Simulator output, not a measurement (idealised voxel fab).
This is a process module. Its name is voxel trench capacitor.
Pictured: cross-section cut, 170 nm wide, on a grid of 5 nm square cells.
In this document a cross-section is written as a grid of square cells. It is given as a series of bands, listed from the top down, and a band is one or more rows of cells.
Each band's line starts with the height of the band's top and of its bottom, in nm. Then come its materials from left to right, each with its width in nm. One material with "all across" fills the band from edge to edge. "empty" is empty space.
Where do heights start? At 0: under that level the wafer as delivered is made of one material only. And the lowest band has no floor; it just carries on downward, as in "0 -> down".
Width spec "30->40" -> top row of cells at first value, bottom row at second value, equal per-row change in between.
Step marked "stayed the same"? Then no cell in the cross-section changed in it.
"Closed void entries" lists enclosed empty spaces (at least 8 cells, no open path upward to the top), each as width x height at distance from the left edge, in nm.
Past the settings on a step's line: simulator remark, on that step.
overlay nm: step with mask; distance mask lay right of planned place; negative value = left of planned place.

This section lists the process steps that were planned:
1) RECEIVE: material Si
2) CONFORMAL_DEP: material SiN, thk nm 10
3) DIRECTIONAL_DEP: material aC, thk nm 15
4) PATTERN: tone open, mask id TRENCH, material resist, width nm 25, pitch nm 45, thk nm 35, overlay nm 0
5) DIRECTIONAL_ETCH: etch materials aC, depth nm 15
6) STRIP: etch materials resist
7) DIRECTIONAL_ETCH: etch materials SiN, depth nm 10
8) DIRECTIONAL_ETCH: etch materials Si, depth nm 40
9) STRIP: etch materials aC
10) CONFORMAL_DEP: material Al2O3, thk nm 5
11) CONFORMAL_DEP: material TiN, thk nm 5
12) FILL_DEP: material W, thk nm 5
13) CMP: height nm 10

Received-state cross-section, reflecting completion of step 1:
0 -> down  Si all across
Closed void entries: none

First of two wafers, end-of-module section, run followed plan:
10 -> 0  SiN (25); Al2O3 (5); TiN (5); W (5); TiN (5); Al2O3 (5); SiN (20); Al2O3 (5); TiN (5); W (5); TiN (5); Al2O3 (5); SiN (20); Al2O3 (5); TiN (5); W (5); TiN (5); Al2O3 (5); SiN (30)
0 -> -30  Si (25); Al2O3 (5); TiN (5); W (5); TiN (5); Al2O3 (5); Si (20); Al2O3 (5); TiN (5); W (5); TiN (5); Al2O3 (5); Si (20); Al2O3 (5); TiN (5); W (5); TiN (5); Al2O3 (5); Si (30)
-30 -> -35  Si (25); Al2O3 (5); TiN (15); Al2O3 (5); Si (20); Al2O3 (5); TiN (15); Al2O3 (5); Si (20); Al2O3 (5); TiN (15); Al2O3 (5); Si (30)
-35 -> -40  Si (25); Al2O3 (25); Si (20); Al2O3 (25); Si (20); Al2O3 (25); Si (30)
-40 -> down  Si all across
Closed void entries: none

End-of-module cross-section of the second wafer: identical starting point and process plan to the first, with one processing mistake:
10 -> 0  SiN (30); Al2O3 (5); TiN (10); Al2O3 (5); SiN (25); Al2O3 (5); TiN (10); Al2O3 (5); SiN (25); Al2O3 (5); TiN (10); Al2O3 (5); SiN (30)
0 -> -35  Si (30); Al2O3 (5); TiN (10); Al2O3 (5); Si (25); Al2O3 (5); TiN (10); Al2O3 (5); Si (25); Al2O3 (5); TiN (10); Al2O3 (5); Si (30)
-35 -> -40  Si (30); Al2O3 (20); Si (25); Al2O3 (20); Si (25); Al2O3 (20); Si (30)
-40 -> down  Si all across
Closed void entries: none
Here's what went sideways: step 4 deviated from plan and actually ran as PATTERN: tone open, mask id TRENCH, material resist, width nm 20, pitch nm 45, thk nm 35, overlay nm 0
Final cells, second wafer relative to first, materials higher or lower: Al2O3 -3; Si +24; SiN +6; TiN -3; W -24
